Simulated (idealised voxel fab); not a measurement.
Process module in this document: voxel spacer lines
Shown is cross-section cut, with a width of 275 nm and square cells of size 5 nm.
Just so we're on the same page, the cross-sections are grids of square cells, and they're listed out in bands top to bottom, each band one or more rows deep. Each band's line starts with the height of the band's top and of its bottom, in nm. Then come its materials from left to right, each with its width in nm. One material with "all across" fills the band from edge to edge. "empty" is empty space. The reference from which all heights are counted is 0, the level beneath which the as-received wafer is entirely one material; the lowest band, having no lower bound, proceeds downward and is written after the example "z 0 and below". A two-number width, for instance "30 to 40", indicates that the width is equal to the first number in the top row of the band and to the second number in the bottom row, and that it changes by a constant amount per row of cells. "no alterations made" (step): cross-section cells unchanged, all of them. "Sealed internal cavities": sealed empty spaces, 8 cells or more, no open way to top, listed width x height at distance, with distance from the left edge and width, height and distance in nm. Note: text after step settings on the step line = simulator remark on that step. overlay nm, on a step with a mask: how far to the right of its planned place the mask lay; to the left if negative.
### Set out below are the planned steps of the process
1) RECEIVE [material Si]
2) CONFORMAL_DEP [material Al2O3] [thk nm 5]
3) DIRECTIONAL_DEP [material SiN] [thk nm 15]
4) DIRECTIONAL_DEP [material polySi] [thk nm 20]
5) PATTERN [tone cover] [mask id MANDREL] [material resist] [width nm 25] [pitch nm 70] [thk nm 25] [overlay nm 0]
6) DIRECTIONAL_ETCH [etch materials polySi] [depth nm 20]
7) STRIP [etch materials resist]
8) CONFORMAL_DEP [material SiO2] [thk nm 10]
9) DIRECTIONAL_ETCH [etch materials SiO2] [depth nm 10]
10) STRIP [etch materials polySi]
11) DIRECTIONAL_ETCH [etch materials SiN] [depth nm 15]
12) STRIP [etch materials SiO2]
### First wafer of two (run as planned)
### as received, after step 1
* z 0 and below  Si all across
* Sealed internal cavities: none
### Presented here is a cross-section of the wafer after step 2 has been performed
* z 5 to 0  Al2O3 all across
* Anything lower than 0 is untouched.
### Presented here is a cross-section of the wafer after step 3 has been performed
* z 20 to 5  SiN all across
* Anything lower than 5 is untouched.
### Presented here is a cross-section of the wafer after step 4 has been performed
* z 40 to 20  polySi all across
* Anything lower than 20 is untouched.
### Presented here is a cross-section of the wafer after step 5 has been performed
* z 65 to 40  empty (55) | resist (25) | empty (45) | resist (25) | empty (45) | resist (25) | empty (55)
* Anything lower than 40 is untouched.
### Presented here is a cross-section of the wafer after step 6 has been performed
* z 65 to 40  empty (55) | resist (25) | empty (45) | resist (25) | empty (45) | resist (25) | empty (55)
* z 40 to 20  empty (55) | polySi (25) | empty (45) | polySi (25) | empty (45) | polySi (25) | empty (55)
* Anything lower than 20 is untouched.
### Presented here is a cross-section of the wafer after step 7 has been performed
* z 40 to 20  empty (55) | polySi (25) | empty (45) | polySi (25) | empty (45) | polySi (25) | empty (55)
* Anything lower than 20 is untouched.
### Presented here is a cross-section of the wafer after step 8 has been performed
* z 50 to 40  empty (45) | SiO2 (45) | empty (25) | SiO2 (45) | empty (25) | SiO2 (45) | empty (45)
* z 40 to 30  empty (45) | SiO2 (10) | polySi (25) | SiO2 (10) | empty (25) | SiO2 (10) | polySi (25) | SiO2 (10) | empty (25) | SiO2 (10) | polySi (25) | SiO2 (10) | empty (45)
* z 30 to 20  SiO2 (55) | polySi (25) | SiO2 (45) | polySi (25) | SiO2 (45) | polySi (25) | SiO2 (55)
* Anything lower than 20 is untouched.
### Presented here is a cross-section of the wafer after step 9 has been performed
* z 40 to 20  empty (45) | SiO2 (10) | polySi (25) | SiO2 (10) | empty (25) | SiO2 (10) | polySi (25) | SiO2 (10) | empty (25) | SiO2 (10) | polySi (25) | SiO2 (10) | empty (45)
* Anything lower than 20 is untouched.
### Presented here is a cross-section of the wafer after step 10 has been performed
* z 40 to 20  empty (45) | SiO2 (10) | empty (25) | SiO2 (10) | empty (25) | SiO2 (10) | empty (25) | SiO2 (10) | empty (25) | SiO2 (10) | empty (25) | SiO2 (10) | empty (45)
* Anything lower than 20 is untouched.
### Presented here is a cross-section of the wafer after step 11 has been performed
* z 40 to 20  empty (45) | SiO2 (10) | empty (25) | SiO2 (10) | empty (25) | SiO2 (10) | empty (25) | SiO2 (10) | empty (25) | SiO2 (10) | empty (25) | SiO2 (10) | empty (45)
* z 20 to 5  empty (45) | SiN (10) | empty (25) | SiN (10) | empty (25) | SiN (10) | empty (25) | SiN (10) | empty (25) | SiN (10) | empty (25) | SiN (10) | empty (45)
* Anything lower than 5 is untouched.
### Presented here is a cross-section of the wafer after step 12 has been performed
* z 20 to 5  empty (45) | SiN (10) | empty (25) | SiN (10) | empty (25) | SiN (10) | empty (25) | SiN (10) | empty (25) | SiN (10) | empty (25) | SiN (10) | empty (45)
* Anything lower than 5 is untouched.
### Second wafer. Start and plan as for the first. One mistake made in running. Agrees with the first up to and including step 1
Second wafer, cross-section, planned end of step 2: no alterations made
### Second wafer, cross-section, planned end of step 3
* z 15 to 0  SiN all across
* Anything lower than 0 is untouched.
### Second wafer, cross-section, planned end of step 4
* z 35 to 15  polySi all across
* Anything lower than 15 is untouched.
### Second wafer, cross-section, planned end of step 5
* z 60 to 35  empty (55) | resist (25) | empty (45) | resist (25) | empty (45) | resist (25) | empty (55)
* Anything lower than 35 is untouched.
### Second wafer, cross-section, planned end of step 6
* z 60 to 35  empty (55) | resist (25) | empty (45) | resist (25) | empty (45) | resist (25) | empty (55)
* z 35 to 15  empty (55) | polySi (25) | empty (45) | polySi (25) | empty (45) | polySi (25) | empty (55)
* Anything lower than 15 is untouched.
### Second wafer, cross-section, planned end of step 7
* z 35 to 15  empty (55) | polySi (25) | empty (45) | polySi (25) | empty (45) | polySi (25) | empty (55)
* Anything lower than 15 is untouched.
### Second wafer, cross-section, planned end of step 8
* z 45 to 35  empty (45) | SiO2 (45) | empty (25) | SiO2 (45) | empty (25) | SiO2 (45) | empty (45)
* z 35 to 25  empty (45) | SiO2 (10) | polySi (25) | SiO2 (10) | empty (25) | SiO2 (10) | polySi (25) | SiO2 (10) | empty (25) | SiO2 (10) | polySi (25) | SiO2 (10) | empty (45)
* z 25 to 15  SiO2 (55) | polySi (25) | SiO2 (45) | polySi (25) | SiO2 (45) | polySi (25) | SiO2 (55)
* Anything lower than 15 is untouched.
### Second wafer, cross-section, planned end of step 9
* z 35 to 15  empty (45) | SiO2 (10) | polySi (25) | SiO2 (10) | empty (25) | SiO2 (10) | polySi (25) | SiO2 (10) | empty (25) | SiO2 (10) | polySi (25) | SiO2 (10) | empty (45)
* Anything lower than 15 is untouched.
### Second wafer, cross-section, planned end of step 10
* z 35 to 15  empty (45) | SiO2 (10) | empty (25) | SiO2 (10) | empty (25) | SiO2 (10) | empty (25) | SiO2 (10) | empty (25) | SiO2 (10) | empty (25) | SiO2 (10) | empty (45)
* Anything lower than 15 is untouched.
### Second wafer, cross-section, planned end of step 11
* z 35 to 15  empty (45) | SiO2 (10) | empty (25) | SiO2 (10) | empty (25) | SiO2 (10) | empty (25) | SiO2 (10) | empty (25) | SiO2 (10) | empty (25) | SiO2 (10) | empty (45)
* z 15 to 0  empty (45) | SiN (10) | empty (25) | SiN (10) | empty (25) | SiN (10) | empty (25) | SiN (10) | empty (25) | SiN (10) | empty (25) | SiN (10) | empty (45)
* Anything lower than 0 is untouched.
### Second wafer, cross-section, planned end of step 12
* z 15 to 0  empty (45) | SiN (10) | empty (25) | SiN (10) | empty (25) | SiN (10) | empty (25) | SiN (10) | empty (25) | SiN (10) | empty (25) | SiN (10) | empty (45)
* Anything lower than 0 is untouched.
Run error: step 2 was left out
at the end the second wafer has, in cells: Al2O3: 55 fewer
